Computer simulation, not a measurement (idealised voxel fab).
process module | voxel ribs on slabs
cross-section cut | 165 nm wide | cells 5 nm
A cross-section is a grid of square cells, given in bands from the top down. A band is one or more rows of cells.
Each band's line starts with the height of the band's top and of its bottom, in nm. Then come its materials from left to right, each with its width in nm. One material with "throughout" fills the band from edge to edge. "air" is empty space.
Height 0 is the level under which the wafer as received is all one material. The lowest band goes on downwards, as in "0 down".
A width such as "30 to 40" changes by the same amount from each row of cells to the next, from the band's top row to its bottom row.
"no change" after a step means that no cell of the cross-section changed.
closed voids: empty space of 8 cells or more with no open way to the top, each as width x height at its distance from the left edge, in nm
after a step's settings: what the simulator itself notes on the step
overlay nm, on a step with a mask: how far to the right of its planned place the mask lay; to the left if negative
plan
1 op RECEIVE | material Si
2 op DIRECTIONAL_DEP | material SiO2 | thk nm 30
3 op DIRECTIONAL_DEP | material SiN | thk nm 25
4 op MASKED_ETCH | tone cover | mask id RIB | width nm 25 | etch materials SiN | depth nm 15 | overlay nm 0
5 op DIRECTIONAL_DEP | material aC | thk nm 15
6 op PATTERN | tone cover | mask id SLAB | material resist | width nm 55 | thk nm 30 | overlay nm 0
7 op DIRECTIONAL_ETCH | etch materials aC | depth nm 15
8 op STRIP | etch materials resist
9 op DIRECTIONAL_ETCH | etch materials SiN | depth nm 10
10 op STRIP | etch materials aC
11 op FILL_DEP | material SiO2 | thk nm 15
12 op CMP | height nm 65
13 op DIRECTIONAL_DEP | material W | thk nm 5
14 op PATTERN | tone cover | mask id HEATER | material resist | width nm 35 | thk nm 20 | overlay nm 0
15 op DIRECTIONAL_ETCH | etch materials W | depth nm 5
16 op STRIP | etch materials resist
17 op CONFORMAL_DEP | material SiO2 | thk nm 5
as received, after step 1
  0 down: Si throughout
  closed voids: none
a wafer at the end: this start, this plan, one mistake
  70 to 65: air 65 | W 35 | air 65
  65 to 55: SiO2 throughout
  55 to 40: SiO2 70 | SiN 25 | SiO2 70
  40 to 30: SiO2 55 | SiN 55 | SiO2 55
  30 to 0: SiO2 throughout
  0 down: Si throughout
  closed voids: none
what went wrong: step 17 was left out
